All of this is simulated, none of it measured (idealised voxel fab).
The name of this process module is voxel tone inversion.
Pictured: cross-section cut, 180 nm wide, on a grid of 5 nm square cells.
If you're reading a cross-section in this doc, picture square cells in a grid; it comes to you as bands, top ones listed first down to the bottom, and a band can be one or more rows of cells.
For a band, the entry starts with two heights in nm, that of the top and then that of the bottom, and carries on with the band's materials in order from left to right, each alongside its width in nm; the word "edge to edge" beside a single material means it fills the band edge to edge, and "air" means empty space.
Beneath 0, the wafer as received is one material, and that level is where height counting begins. The lowest band goes on downward without a bottom; it is written like "0..down".
A width given as "30->40" starts at the first number in the band's top row and ends at the second number in its bottom row, shifting by an equal amount at every step from row to row.
You'll sometimes find "nothing was modified" written for a step, and that's the way of saying that nowhere in the cross-section did a cell change during that step.
Closed empty spaces (no open way to the top) of 8 cells or more are what "Voids, sealed" lists, each as width x height at distance from the left edge, nm for all three.
Formally, on a step line, whatever follows the settings is a remark that the simulator itself makes on the step.
The optional step-line setting "overlay nm" applies to steps with a mask and quantifies how far to the right of its planned location the mask lay, a negative value indicating leftward placement.
[plan]
- 1: RECEIVE [material Si]
- 2: CONFORMAL_DEP [material SiCN] [thk nm 10]
- 3: DIRECTIONAL_DEP [material polySi] [thk nm 25]
- 4: PATTERN [tone cover] [mask id POSTS] [material resist] [width nm 15] [pitch nm 35] [thk nm 30] [overlay nm 0]
- 5: DIRECTIONAL_ETCH [etch materials polySi] [depth nm 25]
- 6: STRIP [etch materials resist]
- 7: FILL_DEP [material SiO2] [thk nm 5]
- 8: CMP [height nm 35]
- 9: STRIP [etch materials polySi]
- 10: CONFORMAL_DEP [material TiN] [thk nm 5]
- 11: FILL_DEP [material W] [thk nm 10]
- 12: CMP [height nm 35]
- 13: CONFORMAL_DEP [material SiCN] [thk nm 5]
[First of two wafers: run as planned]
[Cross-section of the wafer as it came to us, i.e., already through step 1]
> 0..down: Si edge to edge
> Voids, sealed: none
[So this is the wafer cross-section right after step 2]
> 10..0: SiCN edge to edge
> All layers under 0 are left as they were.
[So this is the wafer cross-section right after step 3]
> 35..10: polySi edge to edge
> All layers under 10 are left as they were.
[So this is the wafer cross-section right after step 4]
> 65..35: 65 of air | 15 of resist | 20 of air | 15 of resist | 65 of air
> All layers under 35 are left as they were.
[So this is the wafer cross-section right after step 5]
> 65..35: 65 of air | 15 of resist | 20 of air | 15 of resist | 65 of air
> 35..10: 65 of air | 15 of polySi | 20 of air | 15 of polySi | 65 of air
> All layers under 10 are left as they were.
[So this is the wafer cross-section right after step 6]
> 35..10: 65 of air | 15 of polySi | 20 of air | 15 of polySi | 65 of air
> All layers under 10 are left as they were.
[So this is the wafer cross-section right after step 7]
> 40..35: SiO2 edge to edge
> 35..10: 65 of SiO2 | 15 of polySi | 20 of SiO2 | 15 of polySi | 65 of SiO2
> All layers under 10 are left as they were.
[So this is the wafer cross-section right after step 8]
> 35..10: 65 of SiO2 | 15 of polySi | 20 of SiO2 | 15 of polySi | 65 of SiO2
> All layers under 10 are left as they were.
[So this is the wafer cross-section right after step 9]
> 35..10: 65 of SiO2 | 15 of air | 20 of SiO2 | 15 of air | 65 of SiO2
> All layers under 10 are left as they were.
[So this is the wafer cross-section right after step 10]
> 40..35: 70 of TiN | 5 of air | 30 of TiN | 5 of air | 70 of TiN
> 35..15: 65 of SiO2 | 5 of TiN | 5 of air | 5 of TiN | 20 of SiO2 | 5 of TiN | 5 of air | 5 of TiN | 65 of SiO2
> 15..10: 65 of SiO2 | 15 of TiN | 20 of SiO2 | 15 of TiN | 65 of SiO2
> All layers under 10 are left as they were.
[So this is the wafer cross-section right after step 11]
> 50..40: W edge to edge
> 40..35: 70 of TiN | 5 of W | 30 of TiN | 5 of W | 70 of TiN
> 35..15: 65 of SiO2 | 5 of TiN | 5 of W | 5 of TiN | 20 of SiO2 | 5 of TiN | 5 of W | 5 of TiN | 65 of SiO2
> All layers under 15 are left as they were.
[So this is the wafer cross-section right after step 12]
> 35..15: 65 of SiO2 | 5 of TiN | 5 of W | 5 of TiN | 20 of SiO2 | 5 of TiN | 5 of W | 5 of TiN | 65 of SiO2
> All layers under 15 are left as they were.
[So this is the wafer cross-section right after step 13]
> 40..35: SiCN edge to edge
> All layers under 35 are left as they were.
[Second wafer. Start and plan as for the first. One mistake made in running. Agrees with the first up to and including step 8]
[X-section, second wafer, when step 9 was due to finish]
> 35..10: 65 of SiO2 | 15 of air | 20 of SiO2 | 15 of air | 65 of SiO2
> All layers under 10 are left as they were.
[X-section, second wafer, when step 10 was due to finish]
> 40..35: 70 of TiN | 5 of air | 30 of TiN | 5 of air | 70 of TiN
> 35..15: 65 of SiO2 | 5 of TiN | 5 of air | 5 of TiN | 20 of SiO2 | 5 of TiN | 5 of air | 5 of TiN | 65 of SiO2
> 15..10: 65 of SiO2 | 15 of TiN | 20 of SiO2 | 15 of TiN | 65 of SiO2
> All layers under 10 are left as they were.
[X-section, second wafer, when step 11 was due to finish]
> 50..40: W edge to edge
> 40..35: 70 of TiN | 5 of W | 30 of TiN | 5 of W | 70 of TiN
> 35..15: 65 of SiO2 | 5 of TiN | 5 of W | 5 of TiN | 20 of SiO2 | 5 of TiN | 5 of W | 5 of TiN | 65 of SiO2
> All layers under 15 are left as they were.
[X-section, second wafer, when step 12 was due to finish]
> 35..15: 65 of SiO2 | 5 of TiN | 5 of W | 5 of TiN | 20 of SiO2 | 5 of TiN | 5 of W | 5 of TiN | 65 of SiO2
> All layers under 15 are left as they were.
[X-section, second wafer, when step 13 was due to finish]
> 40..35: SiCN edge to edge
> All layers under 35 are left as they were.
Diagnosis: step 9 was run twice
The two wafers wind up with the same cross-section at the end, so whatever this model computes is the same despite the mistake.
